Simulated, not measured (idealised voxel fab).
The following is a process module called voxel self aligned contacts.
Cross-section cut: width 215 nm, square cells of 5 nm.
Just so we're on the same page, the cross-sections are grids of square cells, and they're listed out in bands top to bottom, each band one or more rows deep. In this notation a band is specified by the heights of its top and bottom, in that order and in nm, after which its materials appear from left to right, each paired with its width in nm. The word "edge to edge" attached to a single material means that material fills the band from edge to edge; the word "empty" stands for empty space. Ref level 0: as-received wafer is one material below here. Bottom band extends down with no lower bound ("z 0 and below"). So if you see something like "30..40" for the width, read it as the top row of the band sitting at the first number and the bottom row at the second, with every row in between moving by the same amount as the last. "nothing different", as given for a step, is the statement that not any cell of the cross-section underwent a change during that step. Under "Enclosed void listing" you'll find the enclosed gaps, the ones with no way out to the top, that are 8 cells or bigger; each reads width x height at distance, with distance counted from the left edge, everything in nm. Formally, on a step line, whatever follows the settings is a remark that the simulator itself makes on the step. Regarding "overlay nm": on a step with a mask, it is the distance the mask lay to the right of its planned place; a negative value places it to the left. Below you will find pairs of cross-sections. In each, one shows the wafer before one process step and the other after it, with the after view ending at the lowest band that changed. Under each pair is the step separating them, along with its settings. Do not assume the pairs form a chain: they can come from different runs of this module on the same starting wafer, and a pair continues from the pair above it only when its "Prior state" entry says so.

[Prior state]
> z 0 and below | Si edge to edge
> Enclosed void listing: none

[Post-Step Appearance]
> z 5 to 0 | SiO2 edge to edge
> Rest of section, below 0: as before.
> Enclosed void listing: none
Which operation links the two cross-sections above? CONFORMAL_DEP: material SiO2, thk nm 5

Prior state: per the after cross-section of the pair just above.

[Post-Step Appearance]
> z 35 to 5 | polySi edge to edge
> Rest of section, below 5: as before.
> Enclosed void listing: none
Which operation links the two cross-sections above? DIRECTIONAL_DEP: material polySi, thk nm 30

Prior state: per the after cross-section of the pair just above.

[Post-Step Appearance]
> z 50 to 35 | SiN edge to edge
> Rest of section, below 35: as before.
> Enclosed void listing: none
Which operation links the two cross-sections above? DIRECTIONAL_DEP: material SiN, thk nm 15

Prior state: per the after cross-section of the pair just above.

[Post-Step Appearance]
> z 65 to 50 | aC edge to edge
> Rest of section, below 50: as before.
> Enclosed void listing: none
Which operation links the two cross-sections above? DIRECTIONAL_DEP: material aC, thk nm 15

Prior state: per the after cross-section of the pair just above.

[Post-Step Appearance]
> z 95 to 65 | empty=60  resist=35  empty=25  resist=35  empty=60
> Rest of section, below 65: as before.
> Enclosed void listing: none
Which operation links the two cross-sections above? PATTERN: tone cover, mask id GATE, material resist, width nm 35, pitch nm 60, thk nm 30, overlay nm 0

Prior state: per the after cross-section of the pair just above.

[Post-Step Appearance]
> z 80 to 65 | empty=60  resist=35  empty=25  resist=35  empty=60
> z 65 to 50 | empty=60  aC=35  empty=25  aC=35  empty=60
> Rest of section, below 50: as before.
> Enclosed void listing: none
Which operation links the two cross-sections above? DIRECTIONAL_ETCH: etch materials aC, depth nm 15

Prior state: per the after cross-section of the pair just above.

[Post-Step Appearance]
> z 65 to 50 | empty=60  aC=35  empty=25  aC=35  empty=60
> Rest of section, below 50: as before.
> Enclosed void listing: none
Which operation links the two cross-sections above? STRIP: etch materials resist

Prior state: per the after cross-section of the pair just above.

[Post-Step Appearance]
> z 65 to 50 | empty=60  aC=35  empty=25  aC=35  empty=60
> z 50 to 35 | empty=60  SiN=35  empty=25  SiN=35  empty=60
> Rest of section, below 35: as before.
> Enclosed void listing: none
Which operation links the two cross-sections above? DIRECTIONAL_ETCH: etch materials SiN, depth nm 15

Prior state: per the after cross-section of the pair just above.

[Post-Step Appearance]
> z 65 to 50 | empty=60  aC=35  empty=25  aC=35  empty=60
> z 50 to 35 | empty=60  SiN=35  empty=25  SiN=35  empty=60
> z 35 to 5 | empty=60  polySi=35  empty=25  polySi=35  empty=60
> Rest of section, below 5: as before.
> Enclosed void listing: none
Which operation links the two cross-sections above? DIRECTIONAL_ETCH: etch materials polySi, depth nm 30

Prior state: per the after cross-section of the pair just above.

[Post-Step Appearance]
> z 50 to 35 | empty=60  SiN=35  empty=25  SiN=35  empty=60
> Rest of section, below 35: as before.
> Enclosed void listing: none
Which operation links the two cross-sections above? STRIP: etch materials aC

Prior state: per the after cross-section of the pair just above.

[Post-Step Appearance]
> z 55 to 35 | empty=55  SiN=45  empty=15  SiN=45  empty=55
> z 35 to 10 | empty=55  SiN=5  polySi=35  SiN=5  empty=15  SiN=5  polySi=35  SiN=5  empty=55
> z 10 to 5 | SiN=60  polySi=35  SiN=25  polySi=35  SiN=60
> Rest of section, below 5: as before.
> Enclosed void listing: none
Which operation links the two cross-sections above? CONFORMAL_DEP: material SiN, thk nm 5

Prior state: per the after cross-section of the pair just above.

[Post-Step Appearance]
> z 50 to 35 | empty=55  SiN=45  empty=15  SiN=45  empty=55
> z 35 to 5 | empty=55  SiN=5  polySi=35  SiN=5  empty=15  SiN=5  polySi=35  SiN=5  empty=55
> Rest of section, below 5: as before.
> Enclosed void listing: none
Which operation links the two cross-sections above? DIRECTIONAL_ETCH: etch materials SiN, depth nm 5

Prior state: per the after cross-section of the pair just above.

[Post-Step Appearance]
> z 70 to 50 | SiO2 edge to edge
> z 50 to 35 | SiO2=55  SiN=45  SiO2=15  SiN=45  SiO2=55
> z 35 to 5 | SiO2=55  SiN=5  polySi=35  SiN=5  SiO2=15  SiN=5  polySi=35  SiN=5  SiO2=55
> Rest of section, below 5: as before.
> Enclosed void listing: none
Which operation links the two cross-sections above? FILL_DEP: material SiO2, thk nm 20

Prior state: per the after cross-section of the pair just above.

[Post-Step Appearance]
> z 60 to 50 | SiO2 edge to edge
> Rest of section, below 50: as before.
> Enclosed void listing: none
Which operation links the two cross-sections above? CMP: height nm 60

Prior state: per the after cross-section of the pair just above.

[Post-Step Appearance]
> z 80 to 60 | resist=85  empty=45  resist=85
> Rest of section, below 60: as before.
> Enclosed void listing: none
Which operation links the two cross-sections above? PATTERN: tone open, mask id CONTACT, material resist, width nm 45, thk nm 20, overlay nm 0

Prior state: per the after cross-section of the pair just above.

[Post-Step Appearance]
> z 80 to 60 | resist=85  empty=45  resist=85
> z 60 to 50 | SiO2=85  empty=45  SiO2=85
> z 50 to 35 | SiO2=55  SiN=45  empty=15  SiN=45  SiO2=55
> z 35 to 5 | SiO2=55  SiN=5  polySi=35  SiN=5  empty=15  SiN=5  polySi=35  SiN=5  SiO2=55
> z 5 to 0 | SiO2=100  empty=15  SiO2=100
> Rest of section, below 0: as before.
> Enclosed void listing: none
Which operation links the two cross-sections above? DIRECTIONAL_ETCH: etch materials SiO2, depth nm 60

Prior state: per the after cross-section of the pair just above.

[Post-Step Appearance]
> z 60 to 50 | SiO2=85  empty=45  SiO2=85
> Rest of section, below 50: as before.
> Enclosed void listing: none
Which operation links the two cross-sections above? STRIP: etch materials resist

Prior state: per the after cross-section of the pair just above.

[Post-Step Appearance]
> z 65 to 60 | TiN=90  empty=35  TiN=90
> z 60 to 50 | SiO2=85  TiN=5..20  empty=35..5  TiN=5..20  SiO2=85
> z 50 to 35 | SiO2=55  SiN=45  TiN=5  empty=5  TiN=5  SiN=45  SiO2=55
> z 35 to 5 | SiO2=55  SiN=5  polySi=35  SiN=5  TiN=5  empty=5  TiN=5  SiN=5  polySi=35  SiN=5  SiO2=55
> z 5 to 0 | SiO2=100  TiN=15  SiO2=100
> Rest of section, below 0: as before.
> Enclosed void listing: none
Which operation links the two cross-sections above? CONFORMAL_DEP: material TiN, thk nm 5

Prior state: per the after cross-section of the pair just above.

[Post-Step Appearance]
> z 70 to 65 | W edge to edge
> z 65 to 60 | TiN=90  W=35  TiN=90
> z 60 to 50 | SiO2=85  TiN=5..20  W=35..5  TiN=5..20  SiO2=85
> z 50 to 35 | SiO2=55  SiN=45  TiN=5  W=5  TiN=5  SiN=45  SiO2=55
> z 35 to 5 | SiO2=55  SiN=5  polySi=35  SiN=5  TiN=5  W=5  TiN=5  SiN=5  polySi=35  SiN=5  SiO2=55
> Rest of section, below 5: as before.
> Enclosed void listing: none
Which operation links the two cross-sections above? FILL_DEP: material W, thk nm 5

Prior state: per the after cross-section of the pair just above.

[Post-Step Appearance]
> z 60 to 50 | SiO2=85  TiN=5..20  W=35..5  TiN=5..20  SiO2=85
> Rest of section, below 50: as before.
> Enclosed void listing: none
Which operation links the two cross-sections above? CMP: height nm 60

Prior state: per the after cross-section of the pair just above.

[Post-Step Appearance]
> z 65 to 60 | SiN edge to edge
> Rest of section, below 60: as before.
> Enclosed void listing: none
Which operation links the two cross-sections above? CONFORMAL_DEP: material SiN, thk nm 5

[Prior state]
> z 50 to 35 | empty=60  SiN=35  empty=25  SiN=35  empty=60
> z 35 to 5 | empty=60  polySi=35  empty=25  polySi=35  empty=60
> z 5 to 0 | SiO2 edge to edge
> z 0 and below | Si edge to edge
> Enclosed void listing: none

[Post-Step Appearance]
> z 45 to 35 | empty=60  SiN=35  empty=25  SiN=35  empty=60
> Rest of section, below 35: as before.
> Enclosed void listing: none
Which operation links the two cross-sections above? DIRECTIONAL_ETCH: etch materials SiN, depth nm 5

Prior state: per the after cross-section of the pair just above.

[Post-Step Appearance]
> z 65 to 45 | SiO2 edge to edge
> z 45 to 35 | SiO2=60  SiN=35  SiO2=25  SiN=35  SiO2=60
> z 35 to 5 | SiO2=60  polySi=35  SiO2=25  polySi=35  SiO2=60
> Rest of section, below 5: as before.
> Enclosed void listing: none
Which operation links the two cross-sections above? FILL_DEP: material SiO2, thk nm 20

Prior state: per the after cross-section of the pair just above.

[Post-Step Appearance]
> z 60 to 45 | SiO2 edge to edge
> Rest of section, below 45: as before.
> Enclosed void listing: none
Which operation links the two cross-sections above? CMP: height nm 60

Prior state: per the after cross-section of the pair just above.

[Post-Step Appearance]
> z 80 to 60 | resist=85  empty=45  resist=85
> Rest of section, below 60: as before.
> Enclosed void listing: none
Which operation links the two cross-sections above? PATTERN: tone open, mask id CONTACT, material resist, width nm 45, thk nm 20, overlay nm 0

Prior state: per the after cross-section of the pair just above.

[Post-Step Appearance]
> z 80 to 60 | resist=85  empty=45  resist=85
> z 60 to 45 | SiO2=85  empty=45  SiO2=85
> z 45 to 35 | SiO2=60  SiN=35  empty=25  SiN=35  SiO2=60
> z 35 to 5 | SiO2=60  polySi=35  empty=25  polySi=35  SiO2=60
> z 5 to 0 | SiO2=95  empty=25  SiO2=95
> Rest of section, below 0: as before.
> Enclosed void listing: none
Which operation links the two cross-sections above? DIRECTIONAL_ETCH: etch materials SiO2, depth nm 60

Prior state: per the after cross-section of the pair just above.

[Post-Step Appearance]
> z 60 to 45 | SiO2=85  empty=45  SiO2=85
> Rest of section, below 45: as before.
> Enclosed void listing: none
Which operation links the two cross-sections above? STRIP: etch materials resist

Prior state: per the after cross-section of the pair just above.

[Post-Step Appearance]
> z 65 to 60 | TiN=90  empty=35  TiN=90
> z 60 to 50 | SiO2=85  TiN=5  empty=35  TiN=5  SiO2=85
> z 50 to 45 | SiO2=85  TiN=15  empty=15  TiN=15  SiO2=85
> z 45 to 35 | SiO2=60  SiN=35  TiN=5  empty=15  TiN=5  SiN=35  SiO2=60
> z 35 to 5 | SiO2=60  polySi=35  TiN=5  empty=15  TiN=5  polySi=35  SiO2=60
> z 5 to 0 | SiO2=95  TiN=25  SiO2=95
> Rest of section, below 0: as before.
> Enclosed void listing: none
Which operation links the two cross-sections above? CONFORMAL_DEP: material TiN, thk nm 5

Prior state: per the after cross-section of the pair just above.

[Post-Step Appearance]
> z 70 to 65 | W edge to edge
> z 65 to 60 | TiN=90  W=35  TiN=90
> z 60 to 50 | SiO2=85  TiN=5  W=35  TiN=5  SiO2=85
> z 50 to 45 | SiO2=85  TiN=15  W=15  TiN=15  SiO2=85
> z 45 to 35 | SiO2=60  SiN=35  TiN=5  W=15  TiN=5  SiN=35  SiO2=60
> z 35 to 5 | SiO2=60  polySi=35  TiN=5  W=15  TiN=5  polySi=35  SiO2=60
> Rest of section, below 5: as before.
> Enclosed void listing: none
Which operation links the two cross-sections above? FILL_DEP: material W, thk nm 5

Prior state: per the after cross-section of the pair just above.

[Post-Step Appearance]
> z 60 to 50 | SiO2=85  TiN=5  W=35  TiN=5  SiO2=85
> Rest of section, below 50: as before.
> Enclosed void listing: none
Which operation links the two cross-sections above? CMP: height nm 60

Prior state: per the after cross-section of the pair just above.

[Post-Step Appearance]
> z 65 to 60 | SiN edge to edge
> Rest of section, below 60: as before.
> Enclosed void listing: none
Which operation links the two cross-sections above? CONFORMAL_DEP: material SiN, thk nm 5

[Prior state]
> z 35 to 5 | polySi edge to edge
> z 5 to 0 | SiO2 edge to edge
> z 0 and below | Si edge to edge
> Enclosed void listing: none

[Post-Step Appearance]
> z 65 to 5 | polySi edge to edge
> Rest of section, below 5: as before.
> Enclosed void listing: none
Which operation links the two cross-sections above? DIRECTIONAL_DEP: material polySi, thk nm 30

Prior state: per the after cross-section of the pair just above.

[Post-Step Appearance]
> z 80 to 65 | SiN edge to edge
> Rest of section, below 65: as before.
> Enclosed void listing: none
Which operation links the two cross-sections above? DIRECTIONAL_DEP: material SiN, thk nm 15

Prior state: per the after cross-section of the pair just above.

[Post-Step Appearance]
> z 95 to 80 | aC edge to edge
> Rest of section, below 80: as before.
> Enclosed void listing: none
Which operation links the two cross-sections above? DIRECTIONAL_DEP: material aC, thk nm 15

Prior state: per the after cross-section of the pair just above.

[Post-Step Appearance]
> z 125 to 95 | empty=60  resist=35  empty=25  resist=35  empty=60
> Rest of section, below 95: as before.
> Enclosed void listing: none
Which operation links the two cross-sections above? PATTERN: tone cover, mask id GATE, material resist, width nm 35, pitch nm 60, thk nm 30, overlay nm 0

Prior state: per the after cross-section of the pair just above.

[Post-Step Appearance]
> z 110 to 95 | empty=60  resist=35  empty=25  resist=35  empty=60
> z 95 to 80 | empty=60  aC=35  empty=25  aC=35  empty=60
> Rest of section, below 80: as before.
> Enclosed void listing: none
Which operation links the two cross-sections above? DIRECTIONAL_ETCH: etch materials aC, depth nm 15

Prior state: per the after cross-section of the pair just above.

[Post-Step Appearance]
> z 95 to 80 | empty=60  aC=35  empty=25  aC=35  empty=60
> Rest of section, below 80: as before.
> Enclosed void listing: none
Which operation links the two cross-sections above? STRIP: etch materials resist

Prior state: per the after cross-section of the pair just above.

[Post-Step Appearance]
> z 95 to 80 | empty=60  aC=35  empty=25  aC=35  empty=60
> z 80 to 65 | empty=60  SiN=35  empty=25  SiN=35  empty=60
> Rest of section, below 65: as before.
> Enclosed void listing: none
Which operation links the two cross-sections above? DIRECTIONAL_ETCH: etch materials SiN, depth nm 15

Prior state: per the after cross-section of the pair just above.

[Post-Step Appearance]
> z 95 to 80 | empty=60  aC=35  empty=25  aC=35  empty=60
> z 80 to 65 | empty=60  SiN=35  empty=25  SiN=35  empty=60
> z 65 to 35 | empty=60  polySi=35  empty=25  polySi=35  empty=60
> Rest of section, below 35: as before.
> Enclosed void listing: none
Which operation links the two cross-sections above? DIRECTIONAL_ETCH: etch materials polySi, depth nm 30

Prior state: per the after cross-section of the pair just above.

[Post-Step Appearance]
> z 80 to 65 | empty=60  SiN=35  empty=25  SiN=35  empty=60
> Rest of section, below 65: as before.
> Enclosed void listing: none
Which operation links the two cross-sections above? STRIP: etch materials aC

Prior state: per the after cross-section of the pair just above.

[Post-Step Appearance]
> z 85 to 65 | empty=55  SiN=45  empty=15  SiN=45  empty=55
> z 65 to 40 | empty=55  SiN=5  polySi=35  SiN=5  empty=15  SiN=5  polySi=35  SiN=5  empty=55
> z 40 to 35 | SiN=60  polySi=35  SiN=25  polySi=35  SiN=60
> Rest of section, below 35: as before.
> Enclosed void listing: none
Which operation links the two cross-sections above? CONFORMAL_DEP: material SiN, thk nm 5

Prior state: per the after cross-section of the pair just above.

[Post-Step Appearance]
> z 80 to 65 | empty=55  SiN=45  empty=15  SiN=45  empty=55
> z 65 to 35 | empty=55  SiN=5  polySi=35  SiN=5  empty=15  SiN=5  polySi=35  SiN=5  empty=55
> Rest of section, below 35: as before.
> Enclosed void listing: none
Which operation links the two cross-sections above? DIRECTIONAL_ETCH: etch materials SiN, depth nm 5

Prior state: per the after cross-section of the pair just above.

[Post-Step Appearance]
> z 100 to 80 | SiO2 edge to edge
> z 80 to 65 | SiO2=55  SiN=45  SiO2=15  SiN=45  SiO2=55
> z 65 to 35 | SiO2=55  SiN=5  polySi=35  SiN=5  SiO2=15  SiN=5  polySi=35  SiN=5  SiO2=55
> Rest of section, below 35: as before.
> Enclosed void listing: none
Which operation links the two cross-sections above? FILL_DEP: material SiO2, thk nm 20

Prior state: per the after cross-section of the pair just above.

[Post-Step Appearance]
> z 60 to 35 | SiO2=55  SiN=5  polySi=35  SiN=5  SiO2=15  SiN=5  polySi=35  SiN=5  SiO2=55
> Rest of section, below 35: as before.
> Enclosed void listing: none
Which operation links the two cross-sections above? CMP: height nm 60

Prior state: per the after cross-section of the pair just above.

[Post-Step Appearance]
> z 80 to 60 | resist=85  empty=45  resist=85
> Rest of section, below 60: as before.
> Enclosed void listing: none
Which operation links the two cross-sections above? PATTERN: tone open, mask id CONTACT, material resist, width nm 45, thk nm 20, overlay nm 0

Prior state: per the after cross-section of the pair just above.

[Post-Step Appearance]
> z 80 to 60 | resist=85  empty=45  resist=85
> z 60 to 35 | SiO2=55  SiN=5  polySi=35  SiN=5  empty=15  SiN=5  polySi=35  SiN=5  SiO2=55
> Rest of section, below 35: as before.
> Enclosed void listing: none
Which operation links the two cross-sections above? DIRECTIONAL_ETCH: etch materials SiO2, depth nm 60

Prior state: per the after cross-section of the pair just above.

[Post-Step Appearance]
> z 60 to 35 | SiO2=55  SiN=5  polySi=35  SiN=5  empty=15  SiN=5  polySi=35  SiN=5  SiO2=55
> Rest of section, below 35: as before.
> Enclosed void listing: none
Which operation links the two cross-sections above? STRIP: etch materials resist

Prior state: per the after cross-section of the pair just above.

[Post-Step Appearance]
> z 65 to 60 | TiN=105  empty=5  TiN=105
> z 60 to 40 | SiO2=55  SiN=5  polySi=35  SiN=5  TiN=5  empty=5  TiN=5  SiN=5  polySi=35  SiN=5  SiO2=55
> z 40 to 35 | SiO2=55  SiN=5  polySi=35  SiN=5  TiN=15  SiN=5  polySi=35  SiN=5  SiO2=55
> Rest of section, below 35: as before.
> Enclosed void listing: none
Which operation links the two cross-sections above? CONFORMAL_DEP: material TiN, thk nm 5

Prior state: per the after cross-section of the pair just above.

[Post-Step Appearance]
> z 70 to 65 | W edge to edge
> z 65 to 60 | TiN=105  W=5  TiN=105
> z 60 to 40 | SiO2=55  SiN=5  polySi=35  SiN=5  TiN=5  W=5  TiN=5  SiN=5  polySi=35  SiN=5  SiO2=55
> Rest of section, below 40: as before.
> Enclosed void listing: none
Which operation links the two cross-sections above? FILL_DEP: material W, thk nm 5

Prior state: per the after cross-section of the pair just above.

[Post-Step Appearance]
> z 60 to 40 | SiO2=55  SiN=5  polySi=35  SiN=5  TiN=5  W=5  TiN=5  SiN=5  polySi=35  SiN=5  SiO2=55
> Rest of section, below 40: as before.
> Enclosed void listing: none
Which operation links the two cross-sections above? CMP: height nm 60

Prior state: per the after cross-section of the pair just above.

[Post-Step Appearance]
> z 65 to 60 | SiN edge to edge
> Rest of section, below 60: as before.
> Enclosed void listing: none
Which operation links the two cross-sections above? CONFORMAL_DEP: material SiN, thk nm 5

[Prior state]
> z 45 to 35 | empty=60  SiN=35  empty=25  SiN=35  empty=60
> z 35 to 5 | empty=60  polySi=35  empty=25  polySi=35  empty=60
> z 5 to 0 | SiO2 edge to edge
> z 0 and below | Si edge to edge
> Enclosed void listing: none

[Post-Step Appearance]
> z 50 to 35 | empty=55  SiN=45  empty=15  SiN=45  empty=55
> z 35 to 10 | empty=55  SiN=5  polySi=35  SiN=5  empty=15  SiN=5  polySi=35  SiN=5  empty=55
> z 10 to 5 | SiN=60  polySi=35  SiN=25  polySi=35  SiN=60
> Rest of section, below 5: as before.
> Enclosed void listing: none
Which operation links the two cross-sections above? CONFORMAL_DEP: material SiN, thk nm 5

Prior state: per the after cross-section of the pair just above.

[Post-Step Appearance]
> z 70 to 50 | SiO2 edge to edge
> z 50 to 35 | SiO2=55  SiN=45  SiO2=15  SiN=45  SiO2=55
> z 35 to 10 | SiO2=55  SiN=5  polySi=35  SiN=5  SiO2=15  SiN=5  polySi=35  SiN=5  SiO2=55
> Rest of section, below 10: as before.
> Enclosed void listing: none
Which operation links the two cross-sections above? FILL_DEP: material SiO2, thk nm 20

Prior state: per the after cross-section of the pair just above.

[Post-Step Appearance]
> z 60 to 50 | SiO2 edge to edge
> Rest of section, below 50: as before.
> Enclosed void listing: none
Which operation links the two cross-sections above? CMP: height nm 60

Prior state: per the after cross-section of the pair just above.

[Post-Step Appearance]
> z 80 to 60 | resist=85  empty=45  resist=85
> Rest of section, below 60: as before.
> Enclosed void listing: none
Which operation links the two cross-sections above? PATTERN: tone open, mask id CONTACT, material resist, width nm 45, thk nm 20, overlay nm 0

Prior state: per the after cross-section of the pair just above.

[Post-Step Appearance]
> z 80 to 60 | resist=85  empty=45  resist=85
> z 60 to 50 | SiO2=85  empty=45  SiO2=85
> z 50 to 35 | SiO2=55  SiN=45  empty=15  SiN=45  SiO2=55
> z 35 to 10 | SiO2=55  SiN=5  polySi=35  SiN=5  empty=15  SiN=5  polySi=35  SiN=5  SiO2=55
> Rest of section, below 10: as before.
> Enclosed void listing: none
Which operation links the two cross-sections above? DIRECTIONAL_ETCH: etch materials SiO2, depth nm 60

Prior state: per the after cross-section of the pair just above.

[Post-Step Appearance]
> z 60 to 50 | SiO2=85  empty=45  SiO2=85
> Rest of section, below 50: as before.
> Enclosed void listing: none
Which operation links the two cross-sections above? STRIP: etch materials resist

Prior state: per the after cross-section of the pair just above.

[Post-Step Appearance]
> z 65 to 60 | TiN=90  empty=35  TiN=90
> z 60 to 50 | SiO2=85  TiN=5..20  empty=35..5  TiN=5..20  SiO2=85
> z 50 to 35 | SiO2=55  SiN=45  TiN=5  empty=5  TiN=5  SiN=45  SiO2=55
> z 35 to 15 | SiO2=55  SiN=5  polySi=35  SiN=5  TiN=5  empty=5  TiN=5  SiN=5  polySi=35  SiN=5  SiO2=55
> z 15 to 10 | SiO2=55  SiN=5  polySi=35  SiN=5  TiN=15  SiN=5  polySi=35  SiN=5  SiO2=55
> Rest of section, below 10: as before.
> Enclosed void listing: none
Which operation links the two cross-sections above? CONFORMAL_DEP: material TiN, thk nm 5

Prior state: per the after cross-section of the pair just above.

[Post-Step Appearance]
> z 70 to 65 | W edge to edge
> z 65 to 60 | TiN=90  W=35  TiN=90
> z 60 to 50 | SiO2=85  TiN=5..20  W=35..5  TiN=5..20  SiO2=85
> z 50 to 35 | SiO2=55  SiN=45  TiN=5  W=5  TiN=5  SiN=45  SiO2=55
> z 35 to 15 | SiO2=55  SiN=5  polySi=35  SiN=5  TiN=5  W=5  TiN=5  SiN=5  polySi=35  SiN=5  SiO2=55
> Rest of section, below 15: as before.
> Enclosed void listing: none
Which operation links the two cross-sections above? FILL_DEP: material W, thk nm 5

Prior state: per the after cross-section of the pair just above.

[Post-Step Appearance]
> z 60 to 50 | SiO2=85  TiN=5..20  W=35..5  TiN=5..20  SiO2=85
> Rest of section, below 50: as before.
> Enclosed void listing: none
Which operation links the two cross-sections above? CMP: height nm 60

Prior state: per the after cross-section of the pair just above.

[Post-Step Appearance]
> z 65 to 60 | SiN edge to edge
> Rest of section, below 60: as before.
> Enclosed void listing: none
Which operation links the two cross-sections above? CONFORMAL_DEP: material SiN, thk nm 5

[Prior state]
> z 5 to 0 | SiO2 edge to edge
> z 0 and below | Si edge to edge
> Enclosed void listing: none

[Post-Step Appearance]
> z 40 to 5 | polySi edge to edge
> Rest of section, below 5: as before.
> Enclosed void listing: none
Which operation links the two cross-sections above? DIRECTIONAL_DEP: material polySi, thk nm 35

Prior state: per the after cross-section of the pair just above.

[Post-Step Appearance]
> z 55 to 40 | SiN edge to edge
> Rest of section, below 40: as before.
> Enclosed void listing: none
Which operation links the two cross-sections above? DIRECTIONAL_DEP: material SiN, thk nm 15

Prior state: per the after cross-section of the pair just above.

[Post-Step Appearance]
> z 70 to 55 | aC edge to edge
> Rest of section, below 55: as before.
> Enclosed void listing: none
Which operation links the two cross-sections above? DIRECTIONAL_DEP: material aC, thk nm 15

Prior state: per the after cross-section of the pair just above.

[Post-Step Appearance]
> z 100 to 70 | empty=60  resist=35  empty=25  resist=35  empty=60
> Rest of section, below 70: as before.
> Enclosed void listing: none
Which operation links the two cross-sections above? PATTERN: tone cover, mask id GATE, material resist, width nm 35, pitch nm 60, thk nm 30, overlay nm 0

Prior state: per the after cross-section of the pair just above.

[Post-Step Appearance]
> z 85 to 70 | empty=60  resist=35  empty=25  resist=35  empty=60
> z 70 to 55 | empty=60  aC=35  empty=25  aC=35  empty=60
> Rest of section, below 55: as before.
> Enclosed void listing: none
Which operation links the two cross-sections above? DIRECTIONAL_ETCH: etch materials aC, depth nm 15

Prior state: per the after cross-section of the pair just above.

[Post-Step Appearance]
> z 70 to 55 | empty=60  aC=35  empty=25  aC=35  empty=60
> Rest of section, below 55: as before.
> Enclosed void listing: none
Which operation links the two cross-sections above? STRIP: etch materials resist

Prior state: per the after cross-section of the pair just above.

[Post-Step Appearance]
> z 70 to 55 | empty=60  aC=35  empty=25  aC=35  empty=60
> z 55 to 40 | empty=60  SiN=35  empty=25  SiN=35  empty=60
> Rest of section, below 40: as before.
> Enclosed void listing: none
Which operation links the two cross-sections above? DIRECTIONAL_ETCH: etch materials SiN, depth nm 15

Prior state: per the after cross-section of the pair just above.

[Post-Step Appearance]
> z 70 to 55 | empty=60  aC=35  empty=25  aC=35  empty=60
> z 55 to 40 | empty=60  SiN=35  empty=25  SiN=35  empty=60
> z 40 to 10 | empty=60  polySi=35  empty=25  polySi=35  empty=60
> Rest of section, below 10: as before.
> Enclosed void listing: none
Which operation links the two cross-sections above? DIRECTIONAL_ETCH: etch materials polySi, depth nm 30

Prior state: per the after cross-section of the pair just above.

[Post-Step Appearance]
> z 55 to 40 | empty=60  SiN=35  empty=25  SiN=35  empty=60
> Rest of section, below 40: as before.
> Enclosed void listing: none
Which operation links the two cross-sections above? STRIP: etch materials aC

Prior state: per the after cross-section of the pair just above.

[Post-Step Appearance]
> z 60 to 40 | empty=55  SiN=45  empty=15  SiN=45  empty=55
> z 40 to 15 | empty=55  SiN=5  polySi=35  SiN=5  empty=15  SiN=5  polySi=35  SiN=5  empty=55
> z 15 to 10 | SiN=60  polySi=35  SiN=25  polySi=35  SiN=60
> Rest of section, below 10: as before.
> Enclosed void listing: none
Which operation links the two cross-sections above? CONFORMAL_DEP: material SiN, thk nm 5

Prior state: per the after cross-section of the pair just above.

[Post-Step Appearance]
> z 55 to 40 | empty=55  SiN=45  empty=15  SiN=45  empty=55
> z 40 to 10 | empty=55  SiN=5  polySi=35  SiN=5  empty=15  SiN=5  polySi=35  SiN=5  empty=55
> Rest of section, below 10: as before.
> Enclosed void listing: none
Which operation links the two cross-sections above? DIRECTIONAL_ETCH: etch materials SiN, depth nm 5

Prior state: per the after cross-section of the pair just above.

[Post-Step Appearance]
> z 75 to 55 | SiO2 edge to edge
> z 55 to 40 | SiO2=55  SiN=45  SiO2=15  SiN=45  SiO2=55
> z 40 to 10 | SiO2=55  SiN=5  polySi=35  SiN=5  SiO2=15  SiN=5  polySi=35  SiN=5  SiO2=55
> Rest of section, below 10: as before.
> Enclosed void listing: none
Which operation links the two cross-sections above? FILL_DEP: material SiO2, thk nm 20

Prior state: per the after cross-section of the pair just above.

[Post-Step Appearance]
> z 60 to 55 | SiO2 edge to edge
> Rest of section, below 55: as before.
> Enclosed void listing: none
Which operation links the two cross-sections above? CMP: height nm 60

Prior state: per the after cross-section of the pair just above.

[Post-Step Appearance]
> z 80 to 60 | resist=85  empty=45  resist=85
> Rest of section, below 60: as before.
> Enclosed void listing: none
Which operation links the two cross-sections above? PATTERN: tone open, mask id CONTACT, material resist, width nm 45, thk nm 20, overlay nm 0

Prior state: per the after cross-section of the pair just above.

[Post-Step Appearance]
> z 80 to 60 | resist=85  empty=45  resist=85
> z 60 to 55 | SiO2=85  empty=45  SiO2=85
> z 55 to 40 | SiO2=55  SiN=45  empty=15  SiN=45  SiO2=55
> z 40 to 10 | SiO2=55  SiN=5  polySi=35  SiN=5  empty=15  SiN=5  polySi=35  SiN=5  SiO2=55
> Rest of section, below 10: as before.
> Enclosed void listing: none
Which operation links the two cross-sections above? DIRECTIONAL_ETCH: etch materials SiO2, depth nm 60

Prior state: per the after cross-section of the pair just above.

[Post-Step Appearance]
> z 60 to 55 | SiO2=85  empty=45  SiO2=85
> Rest of section, below 55: as before.
> Enclosed void listing: none
Which operation links the two cross-sections above? STRIP: etch materials resist

Prior state: per the after cross-section of the pair just above.

[Post-Step Appearance]
> z 65 to 60 | TiN=90  empty=35  TiN=90
> z 60 to 55 | SiO2=85  TiN=20  empty=5  TiN=20  SiO2=85
> z 55 to 40 | SiO2=55  SiN=45  TiN=5  empty=5  TiN=5  SiN=45  SiO2=55
> z 40 to 15 | SiO2=55  SiN=5  polySi=35  SiN=5  TiN=5  empty=5  TiN=5  SiN=5  polySi=35  SiN=5  SiO2=55
> z 15 to 10 | SiO2=55  SiN=5  polySi=35  SiN=5  TiN=15  SiN=5  polySi=35  SiN=5  SiO2=55
> Rest of section, below 10: as before.
> Enclosed void listing: none
Which operation links the two cross-sections above? CONFORMAL_DEP: material TiN, thk nm 5

Prior state: per the after cross-section of the pair just above.

[Post-Step Appearance]
> z 70 to 65 | W edge to edge
> z 65 to 60 | TiN=90  W=35  TiN=90
> z 60 to 55 | SiO2=85  TiN=20  W=5  TiN=20  SiO2=85
> z 55 to 40 | SiO2=55  SiN=45  TiN=5  W=5  TiN=5  SiN=45  SiO2=55
> z 40 to 15 | SiO2=55  SiN=5  polySi=35  SiN=5  TiN=5  W=5  TiN=5  SiN=5  polySi=35  SiN=5  SiO2=55
> Rest of section, below 15: as before.
> Enclosed void listing: none
Which operation links the two cross-sections above? FILL_DEP: material W, thk nm 5

Prior state: per the after cross-section of the pair just above.

[Post-Step Appearance]
> z 60 to 55 | SiO2=85  TiN=20  W=5  TiN=20  SiO2=85
> Rest of section, below 55: as before.
> Enclosed void listing: none
Which operation links the two cross-sections above? CMP: height nm 60
